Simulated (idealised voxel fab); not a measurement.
process module | voxel transistor to metal
cross-section cut | 200 nm wide | cells 5 nm
A cross-section is a grid of square cells, given in bands from the top down. A band is one or more rows of cells.
Each band's line starts with the height of the band's top and of its bottom, in nm. Then come its materials from left to right, each with its width in nm. One material with "throughout" fills the band from edge to edge. "air" is empty space.
Height 0 is the level under which the wafer as received is all one material. The lowest band goes on downwards, as in "0 down".
A width such as "30 to 40" changes by the same amount from each row of cells to the next, from the band's top row to its bottom row.
"no change" after a step means that no cell of the cross-section changed.
closed voids: empty space of 8 cells or more with no open way to the top, each as width x height at its distance from the left edge, in nm
after a step's settings: what the simulator itself notes on the step
overlay nm, on a step with a mask: how far to the right of its planned place the mask lay; to the left if negative
plan
1 op RECEIVE | material Si
2 op CONFORMAL_DEP | material SiO2 | thk nm 5
3 op CONFORMAL_DEP | material SiN | thk nm 10
4 op MASKED_ETCH | tone cover | mask id ACTIVE | width nm 115 | etch materials SiN | depth nm 10 | overlay nm 0
5 op MASKED_ETCH | tone cover | mask id ACTIVE | width nm 115 | etch materials SiO2 | depth nm 5 | overlay nm 0
6 op MASKED_ETCH | tone cover | mask id ACTIVE | width nm 115 | etch materials Si | depth nm 35 | overlay nm 0
7 op FILL_DEP | material SiO2 | thk nm 10
8 op CMP | height nm 15
9 op SELECTIVE_ETCH | etch materials SiO2 | depth nm 10
10 op STRIP | etch materials SiN
11 op SELECTIVE_ETCH | etch materials SiO2 | depth nm 5
12 op OXIDIZE | depth nm 5
13 op DIRECTIONAL_DEP | material polySi | thk nm 25
14 op DIRECTIONAL_DEP | material SiCN | thk nm 15
15 op PATTERN | tone cover | mask id GATE | material resist | width nm 35 | thk nm 20 | overlay nm 0
16 op DIRECTIONAL_ETCH | etch materials SiCN | depth nm 25
17 op DIRECTIONAL_ETCH | etch materials polySi | depth nm 35
18 op STRIP | etch materials resist
19 op CONFORMAL_DEP | material SiN | thk nm 5
20 op DIRECTIONAL_ETCH | etch materials SiN | depth nm 5
21 op DIRECTIONAL_ETCH | etch materials SiO2 | depth nm 5
22 op EPI | material nSi | thk nm 5
23 op FILL_DEP | material SiO2 | thk nm 5
24 op CMP | height nm 25
25 op STRIP | etch materials polySi
26 op SELECTIVE_ETCH | etch materials SiO2 | depth nm 5
27 op CONFORMAL_DEP | material HfO2 | thk nm 5
28 op CONFORMAL_DEP | material TiN | thk nm 5
29 op FILL_DEP | material W | thk nm 5
30 op CMP | height nm 20
31 op DIRECTIONAL_DEP | material SiO2 | thk nm 15
32 op DIRECTIONAL_DEP | material aC | thk nm 10
33 op PATTERN | tone open | mask id CONTACT | material resist | width nm 15 | pitch nm 90 | thk nm 25 | overlay nm 0
34 op DIRECTIONAL_ETCH | etch materials aC | depth nm 10
35 op STRIP | etch materials resist
36 op DIRECTIONAL_ETCH | etch materials SiO2 | depth nm 35
37 op STRIP | etch materials aC
38 op CONFORMAL_DEP | material TiN | thk nm 5
39 op FILL_DEP | material W | thk nm 5
40 op CMP | height nm 35
41 op CONFORMAL_DEP | material SiCN | thk nm 5
42 op DIRECTIONAL_DEP | material SiO2 | thk nm 25
43 op DIRECTIONAL_DEP | material aC | thk nm 15
44 op PATTERN | tone open | mask id METAL_1 | material resist | width nm 15 | pitch nm 90 | thk nm 30 | overlay nm 0
45 op DIRECTIONAL_ETCH | etch materials aC | depth nm 15
46 op STRIP | etch materials resist
47 op DIRECTIONAL_ETCH | etch materials SiO2 | depth nm 25
48 op DIRECTIONAL_ETCH | etch materials SiCN | depth nm 5
49 op STRIP | etch materials aC
50 op CONFORMAL_DEP | material TiN | thk nm 5
51 op FILL_DEP | material Cu | thk nm 5
52 op CMP | height nm 65
53 op CONFORMAL_DEP | material SiCN | thk nm 5
54 op DIRECTIONAL_DEP | material SiO2 | thk nm 30
55 op PATTERN | tone open | mask id METAL_2 | material resist | width nm 15 | pitch nm 90 | thk nm 20 | overlay nm 0
56 op DIRECTIONAL_ETCH | etch materials SiO2 | depth nm 20
57 op STRIP | etch materials resist
58 op MASKED_ETCH | tone open | mask id METAL_2_HOLES | width nm 15 | pitch nm 90 | etch materials SiO2 | depth nm 10 | overlay nm 0
59 op MASKED_ETCH | tone open | mask id METAL_2_HOLES | width nm 15 | pitch nm 90 | etch materials SiCN | depth nm 5 | overlay nm 0
60 op CONFORMAL_DEP | material TiN | thk nm 5
61 op FILL_DEP | material Ru | thk nm 10
62 op CMP | height nm 100
63 op CONFORMAL_DEP | material SiCN | thk nm 5
as received, after step 1
  0 down: Si throughout
  closed voids: none
first wafer at the end, as planned
  105 to 100: SiCN throughout
  100 to 70: SiO2 45 | TiN 5 | Ru 5 | TiN 5 | SiO2 75 | TiN 5 | Ru 5 | TiN 5 | SiO2 50
  70 to 65: SiCN 45 | TiN 15 | SiCN 75 | TiN 15 | SiCN 50
  65 to 40: SiO2 45 | TiN 5 | Cu 5 | TiN 5 | SiO2 75 | TiN 5 | Cu 5 | TiN 5 | SiO2 50
  40 to 35: SiCN 45 | TiN 15 | SiCN 75 | TiN 15 | SiCN 50
  35 to 20: SiO2 45 | TiN 5 | W 5 | TiN 5 | SiO2 75 | TiN 5 | W 5 | TiN 5 | SiO2 50
  20 to 5: SiO2 45 | TiN 5 | W 5 | TiN 5 | SiO2 15 | SiN 5 | HfO2 5 | TiN 5 | W 15 | TiN 5 | HfO2 5 | SiN 5 | SiO2 15 | TiN 5 | W 5 | TiN 5 | SiO2 50
  5 to 0: SiO2 45 | TiN 15 | SiO2 15 | SiN 5 | HfO2 5 | TiN 25 | HfO2 5 | SiN 5 | SiO2 15 | TiN 15 | SiO2 50
  0 to -5: SiO2 35 | nSi 40 | HfO2 45 | nSi 40 | SiO2 40
  -5 to -35: SiO2 40 | Si 115 | SiO2 45
  -35 down: Si throughout
  closed voids: none
second wafer at the end: like start, like plan, one mistake
  105 to 100: SiCN throughout
  100 to 70: SiO2 45 | TiN 5 | Ru 5 | TiN 5 | SiO2 75 | TiN 5 | Ru 5 | TiN 5 | SiO2 50
  70 to 65: SiCN 45 | TiN 15 | SiCN 75 | TiN 15 | SiCN 50
  65 to 40: SiO2 45 | TiN 5 | Cu 5 | TiN 5 | SiO2 75 | TiN 5 | Cu 5 | TiN 5 | SiO2 50
  40 to 35: SiCN 45 | TiN 15 | SiCN 75 | TiN 15 | SiCN 50
  35 to 20: SiO2 45 | TiN 5 | W 5 | TiN 5 | SiO2 75 | TiN 5 | W 5 | TiN 5 | SiO2 50
  20 to 5: SiO2 45 | TiN 5 | W 5 | TiN 5 | SiO2 15 | SiN 5 | TiN 5 | W 25 | TiN 5 | SiN 5 | SiO2 15 | TiN 5 | W 5 | TiN 5 | SiO2 50
  5 to 0: SiO2 45 | TiN 15 | SiO2 15 | SiN 5 | TiN 5 | W 25 | TiN 5 | SiN 5 | SiO2 15 | TiN 15 | SiO2 50
  0 to -5: SiO2 35 | nSi 40 | TiN 45 | nSi 40 | SiO2 40
  -5 to -35: SiO2 40 | Si 115 | SiO2 45
  -35 down: Si throughout
  closed voids: none
what went wrong: step 27 was left out
at the end the second wafer has, in cells: 17 fewer of HfO2 | 6 more of TiN | 11 more of W
